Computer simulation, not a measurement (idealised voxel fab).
You're looking at the process module voxel ribs on slabs.
Cross-sectional view cut (width: 210 nm; square cell size: 5 nm).
Cross-section spec: square-cell grid; bands listed top down; each band is one or more rows. What a band's entry tells you: where the top is and where the bottom is, as heights in nm, and after that what lies inside, material by material from left to right, each with its width in nm. Empty space is written as the word "air", and a single material marked with the word "all across" occupies the band from edge to edge. Heights are reckoned from 0. Under this level, the received wafer is all of one material. The bottommost band is open-ended downward, for example "0 nm and below". You'd read "30..40" like this: the band's top row of cells is as wide as the first number, its bottom row is as wide as the second, and going down, every row changes width by the same amount as the row before did. Where a step carries "changes: none", the cross-section came out of it unchanged, cell for cell. In "Trapped void list" the enclosed voids are listed, meaning empty spaces of 8 cells or larger without any opening to the top. The form is width x height at distance, distance from the left edge, units nm. Heads up: the bit after the settings on a step's line is the simulator's remark on that step. On any step carrying a mask, the "overlay nm" setting, if present on the step's line, tells how far right of its planned place the mask lay; negative values point to the left.
# Intended process steps
step 1: RECEIVE, material Si
step 2: DIRECTIONAL_DEP, material SiO2, thk nm 25
step 3: DIRECTIONAL_DEP, material SiN, thk nm 25
step 4: DIRECTIONAL_DEP, material aC, thk nm 10
step 5: PATTERN, tone cover, mask id RIB, material resist, width nm 15, thk nm 25, overlay nm 0
step 6: DIRECTIONAL_ETCH, etch materials aC, depth nm 10
step 7: STRIP, etch materials resist
step 8: DIRECTIONAL_ETCH, etch materials SiN, depth nm 10
step 9: STRIP, etch materials aC
step 10: PATTERN, tone cover, mask id SLAB, material resist, width nm 45, thk nm 15, overlay nm 0
step 11: DIRECTIONAL_ETCH, etch materials SiN, depth nm 5
step 12: STRIP, etch materials resist
step 13: FILL_DEP, material SiO2, thk nm 20
step 14: CMP, height nm 60
step 15: DIRECTIONAL_DEP, material W, thk nm 10
step 16: MASKED_ETCH, tone cover, mask id HEATER, width nm 25, etch materials W, depth nm 10, overlay nm 0
step 17: CONFORMAL_DEP, material SiO2, thk nm 5
The depth nm used in step 8 is not the same on every wafer, whereas the starting condition is; the value printed in the plan is the first wafer's.
# Sectional view: first of several wafers, as received, after step 1
	0 nm and below | Si all across
	Trapped void list: none
# Cross-section, first of several wafers, end of module, after last step 17
	75 nm to 70 nm | air=85  SiO2=35  air=90
	70 nm to 65 nm | air=85  SiO2=5  W=25  SiO2=5  air=90
	65 nm to 60 nm | SiO2=90  W=25  SiO2=95
	60 nm to 50 nm | SiO2 all across
	50 nm to 40 nm | SiO2=95  SiN=15  SiO2=100
	40 nm to 35 nm | SiO2=80  SiN=45  SiO2=85
	35 nm to 25 nm | SiN all across
	25 nm to 0 nm | SiO2 all across
	0 nm and below | Si all across
	Trapped void list: none
# Cross-sectional view of the final wafer of several at the module's end
	75 nm to 70 nm | air=85  SiO2=35  air=90
	70 nm to 65 nm | air=85  SiO2=5  W=25  SiO2=5  air=90
	65 nm to 60 nm | SiO2=90  W=25  SiO2=95
	60 nm to 50 nm | SiO2 all across
	50 nm to 25 nm | SiO2=95  SiN=15  SiO2=100
	25 nm to 0 nm | SiO2 all across
	0 nm and below | Si all across
	Trapped void list: none
# Below: a row per wafer. Contents at end of module: for every material, cells gained since receipt (+) or lost since receipt (-); then closed voids
depth nm 10, +99 SiN, +451 SiO2, +10 W, Trapped void list: none
depth nm 15, +60 SiN, +490 SiO2, +10 W, Trapped void list: none
depth nm 20, +21 SiN, +529 SiO2, +10 W, Trapped void list: none
depth nm 25, +15 SiN, +535 SiO2, +10 W, Trapped void list: none
depth nm 30, +15 SiN, +535 SiO2, +10 W, Trapped void list: none
depth nm 35, +15 SiN, +535 SiO2, +10 W, Trapped void list: none
